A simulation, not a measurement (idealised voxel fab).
Process module heading - voxel fin reveal
cross-section cut | 290 nm wide | cells 5 nm
How to read a cross-section here: the picture is a grid of square cells, written as bands going from the top down, and any band can span one or more rows of cells. Look at the band entry: it leads with the top's height and the bottom's height in nm. Then it lists the materials left to right, with a width in nm for each. The word "all across" on a single material says that material fills the band edge to edge. The word "air" is empty space. Convention: height 0 is the level below which the wafer, as received, is all one material. The lowest band does not terminate at the bottom but continues downward, represented as "0 down". Think of "30..40" as a width that walks from the first number to the second as you go down the band, top row to bottom row, taking equal-sized steps from row to row. When a step is marked "stayed the same", none of the cells in the cross-section changed during that step. Basically, "Listed closed voids" tells you about the enclosed voids: empty spaces with no open way to the top, 8 cells or bigger, each written width x height at distance, where distance is from the left edge, all in nm. Where a step's line continues beyond its settings, the continuation is a remark by the simulator itself on that step. overlay nm, on a step with a mask: how far to the right of its planned place the mask lay; to the left if negative.

-- The planned process steps are enumerated hereunder
1,RECEIVE: material Si
2,CONFORMAL_DEP: material SiN, thk nm 10
3,PATTERN: tone cover, mask id FINS, material resist, width nm 15, pitch nm 40, thk nm 15, overlay nm 0
4,DIRECTIONAL_ETCH: etch materials SiN, depth nm 10
5,DIRECTIONAL_ETCH: etch materials Si, depth nm 35
6,STRIP: etch materials resist
7,OXIDIZE: depth nm 5
8,FILL_DEP: material SiO2, thk nm 5
9,CMP: height nm 10
10,SELECTIVE_ETCH: etch materials SiO2, depth nm 25
11,STRIP: etch materials SiN
12,CONFORMAL_DEP: material HfO2, thk nm 5

-- Incoming wafer in cross-section (state: after step 1)
0 down  Si all across
Listed closed voids: none

-- End-of-module XS, first of two wafers, run as planned
5 to 0  air: 115; HfO2: 15; air: 25; HfO2: 15; air: 120
0 to -10  air: 115; HfO2: 5; Si: 5; HfO2: 5; air: 25; HfO2: 5; Si: 5; HfO2: 5; air: 120
-10 to -15  HfO2: 120; Si: 5; HfO2: 35; Si: 5; HfO2: 125
-15 to -40  SiO2: 120; Si: 5; SiO2: 35; Si: 5; SiO2: 125
-40 down  Si all across
Listed closed voids: none

-- Second wafer through the module, sectioned at the end: same beginning and same plan as the first wafer, with one mistake in carrying it out
5 to 0  air: 110; HfO2: 25; air: 15; HfO2: 25; air: 115
0 to -10  air: 110; HfO2: 5; Si: 15; HfO2: 5; air: 15; HfO2: 5; Si: 15; HfO2: 5; air: 115
-10 to -15  HfO2: 115; Si: 15; HfO2: 25; Si: 15; HfO2: 120
-15 to -40  SiO2: 115; Si: 15; SiO2: 25; Si: 15; SiO2: 120
-40 down  Si all across
Listed closed voids: none
Diagnosis: step 3 deviated from plan and actually ran as PATTERN: tone cover, mask id FINS, material resist, width nm 25, pitch nm 40, thk nm 15, overlay nm 0
Final difference in cells, second wafer against first, listed per material as more or fewer: 32 more of Si; 20 fewer of SiO2
